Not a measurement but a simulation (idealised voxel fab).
process module | voxel transistor to metal
cross-section cut | 180 nm wide | cells 5 nm
A cross-section is a grid of square cells, given in bands from the top down. A band is one or more rows of cells.
Each band's line starts with the height of the band's top and of its bottom, in nm. Then come its materials from left to right, each with its width in nm. One material with "throughout" fills the band from edge to edge. "air" is empty space.
Height 0 is the level under which the wafer as received is all one material. The lowest band goes on downwards, as in "0 down".
A width such as "30 to 40" changes by the same amount from each row of cells to the next, from the band's top row to its bottom row.
"no change" after a step means that no cell of the cross-section changed.
closed voids: empty space of 8 cells or more with no open way to the top, each as width x height at its distance from the left edge, in nm
after a step's settings: what the simulator itself notes on the step
overlay nm, on a step with a mask: how far to the right of its planned place the mask lay; to the left if negative
plan
1 op RECEIVE | material Si
2 op CONFORMAL_DEP | material SiO2 | thk nm 5
3 op CONFORMAL_DEP | material SiN | thk nm 10
4 op MASKED_ETCH | tone cover | mask id ACTIVE | width nm 110 | etch materials SiN | depth nm 10 | overlay nm 0
5 op MASKED_ETCH | tone cover | mask id ACTIVE | width nm 110 | etch materials SiO2 | depth nm 5 | overlay nm 0
6 op MASKED_ETCH | tone cover | mask id ACTIVE | width nm 110 | etch materials Si | depth nm 30 | overlay nm 0
7 op OXIDIZE | depth nm 5
8 op FILL_DEP | material SiO2 | thk nm 5
9 op CMP | height nm 15
10 op SELECTIVE_ETCH | etch materials SiO2 | depth nm 10
11 op STRIP | etch materials SiN
12 op SELECTIVE_ETCH | etch materials SiO2 | depth nm 5
13 op OXIDIZE | depth nm 5
14 op DIRECTIONAL_DEP | material polySi | thk nm 20
15 op DIRECTIONAL_DEP | material SiCN | thk nm 10
16 op PATTERN | tone cover | mask id GATE | material resist | width nm 30 | thk nm 15 | overlay nm 0
17 op DIRECTIONAL_ETCH | etch materials SiCN | depth nm 20
18 op DIRECTIONAL_ETCH | etch materials polySi | depth nm 30
19 op STRIP | etch materials resist
20 op CONFORMAL_DEP | material SiN | thk nm 10
21 op DIRECTIONAL_ETCH | etch materials SiN | depth nm 10
22 op DIRECTIONAL_ETCH | etch materials SiO2 | depth nm 5
23 op EPI | material pSi | thk nm 5
24 op FILL_DEP | material SiO2 | thk nm 10
25 op CMP | height nm 20
26 op STRIP | etch materials polySi
27 op SELECTIVE_ETCH | etch materials SiO2 | depth nm 5
28 op CONFORMAL_DEP | material HfO2 | thk nm 5
29 op CONFORMAL_DEP | material TiN | thk nm 5
30 op FILL_DEP | material W | thk nm 10
31 op CMP | height nm 15
32 op DIRECTIONAL_DEP | material SiO2 | thk nm 10
33 op MASKED_ETCH | tone open | mask id CONTACT | width nm 20 | pitch nm 80 | etch materials SiO2 | depth nm 25 | overlay nm 0
34 op CONFORMAL_DEP | material TiN | thk nm 5
35 op FILL_DEP | material Ru | thk nm 5
36 op CMP | height nm 25
37 op CONFORMAL_DEP | material SiN | thk nm 5
38 op DIRECTIONAL_DEP | material lowk | thk nm 20
39 op DIRECTIONAL_DEP | material aC | thk nm 15
40 op PATTERN | tone open | mask id METAL_1 | material resist | width nm 20 | pitch nm 80 | thk nm 30 | overlay nm 0
41 op DIRECTIONAL_ETCH | etch materials aC | depth nm 15
42 op STRIP | etch materials resist
43 op DIRECTIONAL_ETCH | etch materials lowk | depth nm 20
44 op DIRECTIONAL_ETCH | etch materials SiN | depth nm 5
45 op STRIP | etch materials aC
46 op CONFORMAL_DEP | material TiN | thk nm 5
47 op FILL_DEP | material Cu | thk nm 5
48 op CMP | height nm 50
49 op CONFORMAL_DEP | material SiCN | thk nm 5
50 op DIRECTIONAL_DEP | material SiO2 | thk nm 30
51 op MASKED_ETCH | tone open | mask id METAL_2_HOLES | width nm 15 | pitch nm 80 | etch materials SiO2 | depth nm 30 | overlay nm 0
52 op MASKED_ETCH | tone open | mask id METAL_2 | width nm 20 | pitch nm 80 | etch materials SiO2 | depth nm 20 | overlay nm 0
53 op MASKED_ETCH | tone open | mask id METAL_2 | width nm 20 | pitch nm 80 | etch materials SiCN | depth nm 5 | overlay nm 0
54 op CONFORMAL_DEP | material TiN | thk nm 5
55 op FILL_DEP | material Ru | thk nm 10
56 op CMP | height nm 85
57 op CONFORMAL_DEP | material SiN | thk nm 5
first wafer, as planned
as received, after step 1
  0 down: Si throughout
  closed voids: none
after step 2
  5 to 0: SiO2 throughout
  below 0: unchanged
after step 3
  15 to 5: SiN throughout
  below 5: unchanged
after step 4
  15 to 5: air 35 | SiN 110 | air 35
  below 5: unchanged
after step 5
  15 to 5: air 35 | SiN 110 | air 35
  5 to 0: air 35 | SiO2 110 | air 35
  below 0: unchanged
after step 6
  15 to 5: air 35 | SiN 110 | air 35
  5 to 0: air 35 | SiO2 110 | air 35
  0 to -30: air 35 | Si 110 | air 35
  below -30: unchanged
after step 7
  15 to 5: air 35 | SiN 110 | air 35
  5 to 0: air 35 | SiO2 110 | air 35
  0 to -30: air 35 | SiO2 5 | Si 100 | SiO2 5 | air 35
  -30 to -35: SiO2 40 | Si 100 | SiO2 40
  below -35: unchanged
after step 8
  20 to 15: SiO2 throughout
  15 to 5: SiO2 35 | SiN 110 | SiO2 35
  5 to 0: SiO2 throughout
  0 to -35: SiO2 40 | Si 100 | SiO2 40
  below -35: unchanged
after step 9
  15 to 5: SiO2 35 | SiN 110 | SiO2 35
  below 5: unchanged
after step 10
  15 to 5: air 35 | SiN 110 | air 35
  below 5: unchanged
after step 11
  5 to 0: SiO2 throughout
  below 0: unchanged
after step 12
  0 to -35: SiO2 40 | Si 100 | SiO2 40
  below -35: unchanged
after step 13
  0 to -5: SiO2 throughout
  below -5: unchanged
after step 14
  20 to 0: polySi throughout
  below 0: unchanged
after step 15
  30 to 20: SiCN throughout
  below 20: unchanged
after step 16
  45 to 30: air 75 | resist 30 | air 75
  below 30: unchanged
after step 17
  45 to 30: air 75 | resist 30 | air 75
  30 to 20: air 75 | SiCN 30 | air 75
  below 20: unchanged
after step 18
  45 to 30: air 75 | resist 30 | air 75
  30 to 20: air 75 | SiCN 30 | air 75
  20 to 0: air 75 | polySi 30 | air 75
  below 0: unchanged
after step 19
  30 to 20: air 75 | SiCN 30 | air 75
  below 20: unchanged
after step 20
  40 to 30: air 65 | SiN 50 | air 65
  30 to 20: air 65 | SiN 10 | SiCN 30 | SiN 10 | air 65
  20 to 10: air 65 | SiN 10 | polySi 30 | SiN 10 | air 65
  10 to 0: SiN 75 | polySi 30 | SiN 75
  below 0: unchanged
after step 21
  30 to 20: air 65 | SiN 10 | SiCN 30 | SiN 10 | air 65
  20 to 0: air 65 | SiN 10 | polySi 30 | SiN 10 | air 65
  below 0: unchanged
after step 22
  30 to 20: air 65 | SiN 10 | SiCN 30 | SiN 10 | air 65
  20 to 0: air 65 | SiN 10 | polySi 30 | SiN 10 | air 65
  0 to -5: air 65 | SiO2 50 | air 65
  below -5: unchanged
after step 23
  30 to 20: air 65 | SiN 10 | SiCN 30 | SiN 10 | air 65
  20 to 0: air 65 | SiN 10 | polySi 30 | SiN 10 | air 65
  0 to -5: air 35 | pSi 30 | SiO2 50 | pSi 30 | air 35
  below -5: unchanged
after step 24
  40 to 30: SiO2 throughout
  30 to 20: SiO2 65 | SiN 10 | SiCN 30 | SiN 10 | SiO2 65
  20 to 0: SiO2 65 | SiN 10 | polySi 30 | SiN 10 | SiO2 65
  0 to -5: SiO2 35 | pSi 30 | SiO2 50 | pSi 30 | SiO2 35
  below -5: unchanged
after step 25
  20 to 0: SiO2 65 | SiN 10 | polySi 30 | SiN 10 | SiO2 65
  below 0: unchanged
after step 26
  20 to 0: SiO2 65 | SiN 10 | air 30 | SiN 10 | SiO2 65
  below 0: unchanged
after step 27
  20 to 15: air 65 | SiN 10 | air 30 | SiN 10 | air 65
  15 to 0: SiO2 65 | SiN 10 | air 30 | SiN 10 | SiO2 65
  0 to -5: SiO2 35 | pSi 30 | SiO2 5 | air 40 | SiO2 5 | pSi 30 | SiO2 35
  below -5: unchanged
after step 28
  25 to 20: air 60 | HfO2 20 | air 20 | HfO2 20 | air 60
  20 to 15: HfO2 65 | SiN 10 | HfO2 5 | air 20 | HfO2 5 | SiN 10 | HfO2 65
  15 to 0: SiO2 65 | SiN 10 | HfO2 5 | air 20 | HfO2 5 | SiN 10 | SiO2 65
  0 to -5: SiO2 35 | pSi 30 | SiO2 5 | HfO2 40 | SiO2 5 | pSi 30 | SiO2 35
  below -5: unchanged
after step 29
  30 to 25: air 55 | TiN 30 | air 10 | TiN 30 | air 55
  25 to 20: TiN 60 | HfO2 20 | TiN 5 | air 10 | TiN 5 | HfO2 20 | TiN 60
  20 to 15: HfO2 65 | SiN 10 | HfO2 5 | TiN 5 | air 10 | TiN 5 | HfO2 5 | SiN 10 | HfO2 65
  15 to 5: SiO2 65 | SiN 10 | HfO2 5 | TiN 5 | air 10 | TiN 5 | HfO2 5 | SiN 10 | SiO2 65
  5 to 0: SiO2 65 | SiN 10 | HfO2 5 | TiN 20 | HfO2 5 | SiN 10 | SiO2 65
  below 0: unchanged
after step 30
  40 to 30: W throughout
  30 to 25: W 55 | TiN 30 | W 10 | TiN 30 | W 55
  25 to 20: TiN 60 | HfO2 20 | TiN 5 | W 10 | TiN 5 | HfO2 20 | TiN 60
  20 to 15: HfO2 65 | SiN 10 | HfO2 5 | TiN 5 | W 10 | TiN 5 | HfO2 5 | SiN 10 | HfO2 65
  15 to 5: SiO2 65 | SiN 10 | HfO2 5 | TiN 5 | W 10 | TiN 5 | HfO2 5 | SiN 10 | SiO2 65
  below 5: unchanged
after step 31
  15 to 5: SiO2 65 | SiN 10 | HfO2 5 | TiN 5 | W 10 | TiN 5 | HfO2 5 | SiN 10 | SiO2 65
  below 5: unchanged
after step 32
  25 to 15: SiO2 throughout
  below 15: unchanged
after step 33
  25 to 15: SiO2 40 | air 20 | SiO2 60 | air 20 | SiO2 40
  15 to 5: SiO2 40 | air 20 | SiO2 5 | SiN 10 | HfO2 5 | TiN 5 | W 10 | TiN 5 | HfO2 5 | SiN 10 | SiO2 5 | air 20 | SiO2 40
  5 to 0: SiO2 40 | air 20 | SiO2 5 | SiN 10 | HfO2 5 | TiN 20 | HfO2 5 | SiN 10 | SiO2 5 | air 20 | SiO2 40
  below 0: unchanged
after step 34
  30 to 25: TiN 45 | air 10 | TiN 70 | air 10 | TiN 45
  25 to 15: SiO2 40 | TiN 5 | air 10 | TiN 5 | SiO2 60 | TiN 5 | air 10 | TiN 5 | SiO2 40
  15 to 5: SiO2 40 | TiN 5 | air 10 | TiN 5 | SiO2 5 | SiN 10 | HfO2 5 | TiN 5 | W 10 | TiN 5 | HfO2 5 | SiN 10 | SiO2 5 | TiN 5 | air 10 | TiN 5 | SiO2 40
  5 to 0: SiO2 40 | TiN 20 | SiO2 5 | SiN 10 | HfO2 5 | TiN 20 | HfO2 5 | SiN 10 | SiO2 5 | TiN 20 | SiO2 40
  below 0: unchanged
after step 35
  35 to 30: Ru throughout
  30 to 25: TiN 45 | Ru 10 | TiN 70 | Ru 10 | TiN 45
  25 to 15: SiO2 40 | TiN 5 | Ru 10 | TiN 5 | SiO2 60 | TiN 5 | Ru 10 | TiN 5 | SiO2 40
  15 to 5: SiO2 40 | TiN 5 | Ru 10 | TiN 5 | SiO2 5 | SiN 10 | HfO2 5 | TiN 5 | W 10 | TiN 5 | HfO2 5 | SiN 10 | SiO2 5 | TiN 5 | Ru 10 | TiN 5 | SiO2 40
  below 5: unchanged
after step 36
  25 to 15: SiO2 40 | TiN 5 | Ru 10 | TiN 5 | SiO2 60 | TiN 5 | Ru 10 | TiN 5 | SiO2 40
  below 15: unchanged
after step 37
  30 to 25: SiN throughout
  below 25: unchanged
after step 38
  50 to 30: lowk throughout
  below 30: unchanged
after step 39
  65 to 50: aC throughout
  below 50: unchanged
after step 40
  95 to 65: resist 40 | air 20 | resist 60 | air 20 | resist 40
  below 65: unchanged
after step 41
  80 to 65: resist 40 | air 20 | resist 60 | air 20 | resist 40
  65 to 50: aC 40 | air 20 | aC 60 | air 20 | aC 40
  below 50: unchanged
after step 42
  65 to 50: aC 40 | air 20 | aC 60 | air 20 | aC 40
  below 50: unchanged
after step 43
  65 to 50: aC 40 | air 20 | aC 60 | air 20 | aC 40
  50 to 30: lowk 40 | air 20 | lowk 60 | air 20 | lowk 40
  below 30: unchanged
after step 44
  65 to 50: aC 40 | air 20 | aC 60 | air 20 | aC 40
  50 to 30: lowk 40 | air 20 | lowk 60 | air 20 | lowk 40
  30 to 25: SiN 40 | air 20 | SiN 60 | air 20 | SiN 40
  below 25: unchanged
after step 45
  50 to 30: lowk 40 | air 20 | lowk 60 | air 20 | lowk 40
  below 30: unchanged
after step 46
  55 to 50: TiN 45 | air 10 | TiN 70 | air 10 | TiN 45
  50 to 30: lowk 40 | TiN 5 | air 10 | TiN 5 | lowk 60 | TiN 5 | air 10 | TiN 5 | lowk 40
  30 to 25: SiN 40 | TiN 20 | SiN 60 | TiN 20 | SiN 40
  below 25: unchanged
after step 47
  60 to 55: Cu throughout
  55 to 50: TiN 45 | Cu 10 | TiN 70 | Cu 10 | TiN 45
  50 to 30: lowk 40 | TiN 5 | Cu 10 | TiN 5 | lowk 60 | TiN 5 | Cu 10 | TiN 5 | lowk 40
  below 30: unchanged
after step 48
  50 to 30: lowk 40 | TiN 5 | Cu 10 | TiN 5 | lowk 60 | TiN 5 | Cu 10 | TiN 5 | lowk 40
  below 30: unchanged
after step 49
  55 to 50: SiCN throughout
  below 50: unchanged
after step 50
  85 to 55: SiO2 throughout
  below 55: unchanged
after step 51
  85 to 55: SiO2 40 | air 15 | SiO2 65 | air 15 | SiO2 45
  below 55: unchanged
after step 52
  85 to 65: SiO2 40 | air 20 | SiO2 60 | air 20 | SiO2 40
  below 65: unchanged
after step 53
  85 to 65: SiO2 40 | air 20 | SiO2 60 | air 20 | SiO2 40
  65 to 55: SiO2 40 | air 15 | SiO2 65 | air 15 | SiO2 45
  55 to 50: SiCN 40 | air 15 | SiCN 65 | air 15 | SiCN 45
  below 50: unchanged
after step 54
  90 to 85: TiN 45 | air 10 | TiN 70 | air 10 | TiN 45
  85 to 70: SiO2 40 | TiN 5 | air 10 | TiN 5 | SiO2 60 | TiN 5 | air 10 | TiN 5 | SiO2 40
  70 to 65: SiO2 40 | TiN 5 | air 5 | TiN 10 | SiO2 60 | TiN 5 | air 5 | TiN 10 | SiO2 40
  65 to 55: SiO2 40 | TiN 5 | air 5 | TiN 5 | SiO2 65 | TiN 5 | air 5 | TiN 5 | SiO2 45
  55 to 50: SiCN 40 | TiN 15 | SiCN 65 | TiN 15 | SiCN 45
  below 50: unchanged
after step 55
  100 to 90: Ru throughout
  90 to 85: TiN 45 | Ru 10 | TiN 70 | Ru 10 | TiN 45
  85 to 70: SiO2 40 | TiN 5 | Ru 10 | TiN 5 | SiO2 60 | TiN 5 | Ru 10 | TiN 5 | SiO2 40
  70 to 65: SiO2 40 | TiN 5 | Ru 5 | TiN 10 | SiO2 60 | TiN 5 | Ru 5 | TiN 10 | SiO2 40
  65 to 55: SiO2 40 | TiN 5 | Ru 5 | TiN 5 | SiO2 65 | TiN 5 | Ru 5 | TiN 5 | SiO2 45
  below 55: unchanged
after step 56
  85 to 70: SiO2 40 | TiN 5 | Ru 10 | TiN 5 | SiO2 60 | TiN 5 | Ru 10 | TiN 5 | SiO2 40
  below 70: unchanged
after step 57
  90 to 85: SiN throughout
  below 85: unchanged
second wafer: like start, like plan, one mistake. Through step 36 it matches the first wafer
when step 37 should have ended
  45 to 25: lowk throughout
  below 25: unchanged
when step 38 should have ended
  50 to 45: SiN throughout
  below 45: unchanged
when step 39 should have ended
  65 to 50: aC throughout
  below 50: unchanged
when step 40 should have ended
  95 to 65: resist 40 | air 20 | resist 60 | air 20 | resist 40
  below 65: unchanged
when step 41 should have ended
  80 to 65: resist 40 | air 20 | resist 60 | air 20 | resist 40
  65 to 50: aC 40 | air 20 | aC 60 | air 20 | aC 40
  below 50: unchanged
when step 42 should have ended
  65 to 50: aC 40 | air 20 | aC 60 | air 20 | aC 40
  below 50: unchanged
when step 43 should have ended: no change
when step 44 should have ended
  65 to 50: aC 40 | air 20 | aC 60 | air 20 | aC 40
  50 to 45: SiN 40 | air 20 | SiN 60 | air 20 | SiN 40
  below 45: unchanged
when step 45 should have ended
  50 to 45: SiN 40 | air 20 | SiN 60 | air 20 | SiN 40
  below 45: unchanged
when step 46 should have ended
  55 to 50: TiN 45 | air 10 | TiN 70 | air 10 | TiN 45
  50 to 45: SiN 40 | TiN 20 | SiN 60 | TiN 20 | SiN 40
  below 45: unchanged
when step 47 should have ended
  60 to 55: Cu throughout
  55 to 50: TiN 45 | Cu 10 | TiN 70 | Cu 10 | TiN 45
  below 50: unchanged
when step 48 should have ended
  50 to 45: SiN 40 | TiN 20 | SiN 60 | TiN 20 | SiN 40
  below 45: unchanged
when step 49 should have ended
  55 to 50: SiCN throughout
  below 50: unchanged
when step 50 should have ended
  85 to 55: SiO2 throughout
  below 55: unchanged
when step 51 should have ended
  85 to 55: SiO2 40 | air 15 | SiO2 65 | air 15 | SiO2 45
  below 55: unchanged
when step 52 should have ended
  85 to 65: SiO2 40 | air 20 | SiO2 60 | air 20 | SiO2 40
  below 65: unchanged
when step 53 should have ended
  85 to 65: SiO2 40 | air 20 | SiO2 60 | air 20 | SiO2 40
  65 to 55: SiO2 40 | air 15 | SiO2 65 | air 15 | SiO2 45
  55 to 50: SiCN 40 | air 15 | SiCN 65 | air 15 | SiCN 45
  below 50: unchanged
when step 54 should have ended
  90 to 85: TiN 45 | air 10 | TiN 70 | air 10 | TiN 45
  85 to 70: SiO2 40 | TiN 5 | air 10 | TiN 5 | SiO2 60 | TiN 5 | air 10 | TiN 5 | SiO2 40
  70 to 65: SiO2 40 | TiN 5 | air 5 | TiN 10 | SiO2 60 | TiN 5 | air 5 | TiN 10 | SiO2 40
  65 to 55: SiO2 40 | TiN 5 | air 5 | TiN 5 | SiO2 65 | TiN 5 | air 5 | TiN 5 | SiO2 45
  55 to 50: SiCN 40 | TiN 15 | SiCN 65 | TiN 15 | SiCN 45
  below 50: unchanged
when step 55 should have ended
  100 to 90: Ru throughout
  90 to 85: TiN 45 | Ru 10 | TiN 70 | Ru 10 | TiN 45
  85 to 70: SiO2 40 | TiN 5 | Ru 10 | TiN 5 | SiO2 60 | TiN 5 | Ru 10 | TiN 5 | SiO2 40
  70 to 65: SiO2 40 | TiN 5 | Ru 5 | TiN 10 | SiO2 60 | TiN 5 | Ru 5 | TiN 10 | SiO2 40
  65 to 55: SiO2 40 | TiN 5 | Ru 5 | TiN 5 | SiO2 65 | TiN 5 | Ru 5 | TiN 5 | SiO2 45
  below 55: unchanged
when step 56 should have ended
  85 to 70: SiO2 40 | TiN 5 | Ru 10 | TiN 5 | SiO2 60 | TiN 5 | Ru 10 | TiN 5 | SiO2 40
  below 70: unchanged
when step 57 should have ended
  90 to 85: SiN throughout
  below 85: unchanged
what went wrong: steps 37 and 38 were swapped
at the end the second wafer has, in cells: 16 fewer of Cu | 16 fewer of TiN | 32 more of lowk
